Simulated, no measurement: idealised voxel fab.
Process module, titled voxel double patterning
Section shown: cut. Width: 265 nm. Cell size: 5 nm, square.
If you're reading a cross-section in this doc, picture square cells in a grid; it comes to you as bands, top ones listed first down to the bottom, and a band can be one or more rows of cells.
Heads up on the band format: heights come first, top then bottom, in nm. After that it's the materials left to right, each with its width in nm. A single material flagged "edge to edge" fills the whole band edge to edge, and "air" means there's empty space there.
It should be noted that heights are counted from 0, beneath which the wafer as supplied is of one material throughout, and that the lowest band possesses no lower boundary but continues downward, as written in "0 nm and below".
The width entry "30->40" should be interpreted row by row: the top row of cells in the band takes the first number, the bottom row takes the second number, and the change between adjacent rows is uniform throughout.
"no modification", as given for a step, is the statement that not any cell of the cross-section underwent a change during that step.
Heads up: "Sealed internal cavities" only lists the empty pockets with no open path to the top that are 8 cells or more, and it writes them as width x height at distance, distance from the left edge, in nm.
Step line, after settings: the simulator's comment on this step.
Each step line may optionally specify "overlay nm", which for a step with a mask gives the rightward distance between the mask's planned place and where it lay, a negative value indicating the leftward direction.
Intended process steps
1: RECEIVE, material Si
2: CONFORMAL_DEP, material SiO2, thk nm 10
3: DIRECTIONAL_DEP, material polySi, thk nm 10
4: DIRECTIONAL_DEP, material SiCN, thk nm 5
5: DIRECTIONAL_DEP, material aC, thk nm 15
6: PATTERN, tone open, mask id FIRST, material resist, width nm 15, pitch nm 50, thk nm 30, overlay nm 0
7: DIRECTIONAL_ETCH, etch materials aC, depth nm 15
8: STRIP, etch materials resist
9: DIRECTIONAL_ETCH, etch materials SiCN, depth nm 5
10: STRIP, etch materials aC
11: PATTERN, tone open, mask id SECOND, material resist, width nm 15, thk nm 15, overlay nm 0
12: DIRECTIONAL_ETCH, etch materials SiCN, depth nm 5
13: STRIP, etch materials resist
14: DIRECTIONAL_ETCH, etch materials polySi, depth nm 10
15: STRIP, etch materials SiCN
Wafer at receipt (post step 1), cross-section
> 0 nm and below: Si edge to edge
> Sealed internal cavities: none
a wafer at the end: this start, this plan, one mistake
> 25 nm to 15 nm: polySi: 100, then air: 15, then polySi: 10, then air: 15, then polySi: 10, then air: 15, then polySi: 100
> 15 nm to 10 nm: polySi edge to edge
> 10 nm to 0 nm: SiO2 edge to edge
> 0 nm and below: Si edge to edge
> Sealed internal cavities: none
What went wrong in running the wafer? not per plan at step 3, really ran DIRECTIONAL_DEP, material polySi, thk nm 15
